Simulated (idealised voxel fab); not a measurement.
The following is a process module called voxel self aligned contacts.
For reference, the cross-section in this document is cut, with width 235 nm and square cells of 5 nm.
A cross-section in this document is a grid of square cells, and it is written down as bands, the top band listed before the ones below it; a band is made up of one or more rows of cells. For a band, the entry starts with two heights in nm, that of the top and then that of the bottom, and carries on with the band's materials in order from left to right, each alongside its width in nm; the word "throughout" beside a single material means it fills the band edge to edge, and "empty" means empty space. All heights in this document are referenced to 0, defined as the level beneath which the wafer, as received, consists entirely of one material. The lowest band is not bounded below; it extends indefinitely downward and is written in the form "0 nm and below". Width: "30->40" (first number = top row, second number = bottom row, same change from row to row of cells). "all unchanged", as given for a step, is the statement that not any cell of the cross-section underwent a change during that step. Look at "Sealed internal cavities" for the closed voids: empty spaces with no open path to the top, sized 8 cells or up. Each is width x height at distance, distance from the left edge, all nm. That trailing text on a step's line, after the settings, is the simulator's own remark on the step. For masked steps, "overlay nm" on the step line gives how far right of plan the mask actually lay; a minus sign means it lay to the left.
-- The planned process steps are enumerated hereunder
1) RECEIVE (material Si)
2) OXIDIZE (depth nm 5)
3) DIRECTIONAL_DEP (material polySi; thk nm 20)
4) DIRECTIONAL_DEP (material SiN; thk nm 15)
5) DIRECTIONAL_DEP (material aC; thk nm 15)
6) PATTERN (tone cover; mask id GATE; material resist; width nm 35; pitch nm 60; thk nm 30; overlay nm 0)
7) DIRECTIONAL_ETCH (etch materials aC; depth nm 15)
8) STRIP (etch materials resist)
9) DIRECTIONAL_ETCH (etch materials SiN; depth nm 15)
10) DIRECTIONAL_ETCH (etch materials polySi; depth nm 20)
11) STRIP (etch materials aC)
12) CONFORMAL_DEP (material SiN; thk nm 5)
13) DIRECTIONAL_ETCH (etch materials SiN; depth nm 5)
14) FILL_DEP (material SiO2; thk nm 10)
15) CMP (height nm 40)
16) DIRECTIONAL_DEP (material aC; thk nm 10)
17) PATTERN (tone open; mask id CONTACT; material resist; width nm 35; thk nm 30; overlay nm 0)
18) DIRECTIONAL_ETCH (etch materials aC; depth nm 10)
19) STRIP (etch materials resist)
20) DIRECTIONAL_ETCH (etch materials SiO2; depth nm 45)
21) STRIP (etch materials aC)
22) CONFORMAL_DEP (material TiN; thk nm 5)
23) FILL_DEP (material Ru; thk nm 10)
24) CMP (height nm 40)
25) CONFORMAL_DEP (material SiN; thk nm 5)
-- Wafer as received: cross-section following step 1
    0 nm and below  Si throughout
    Sealed internal cavities: none
-- The first of two wafers, cross-sectioned at the end of the module, with the run proceeding as planned
    45 nm to 40 nm  SiN throughout
    40 nm to 35 nm  100 of SiO2; 15 of TiN; 5 of Ru; 15 of TiN; 100 of SiO2
    35 nm to 20 nm  65 of SiO2; 45 of SiN; 5 of TiN; 5 of Ru; 5 of TiN; 45 of SiN; 65 of SiO2
    20 nm to 0 nm  65 of SiO2; 5 of SiN; 35 of polySi; 5 of SiN; 5 of TiN; 5 of Ru; 5 of TiN; 5 of SiN; 35 of polySi; 5 of SiN; 65 of SiO2
    0 nm to -5 nm  110 of SiO2; 15 of TiN; 110 of SiO2
    -5 nm and below  Si throughout
    Sealed internal cavities: none
-- This cross-section belongs to the second wafer of two at the end of the module; the start and the plan were shared with the first, and the run included one mistake
    45 nm to 40 nm  SiN throughout
    40 nm to 35 nm  100 of SiO2; 15 of TiN; 5 of Ru; 15 of TiN; 100 of SiO2
    35 nm to 20 nm  65 of SiO2; 5 of SiN; 35 of polySi; 5 of SiN; 5 of TiN; 5 of Ru; 5 of TiN; 5 of SiN; 35 of polySi; 5 of SiN; 65 of SiO2
    20 nm to 15 nm  65 of SiO2; 5 of SiN; 35 of polySi; 5 of SiN; 15 of TiN; 5 of SiN; 35 of polySi; 5 of SiN; 65 of SiO2
    15 nm to 0 nm  SiN throughout
    0 nm to -5 nm  SiO2 throughout
    -5 nm and below  Si throughout
    Sealed internal cavities: none
Short version of what went wrong: it was found that steps 3 and 4 of the process plan had been performed in exchanged positions
Final wafer comparison in cells, second versus first, more or fewer per material: Ru: 4 fewer; SiN: 87 more; SiO2: 75 fewer; TiN: 8 fewer
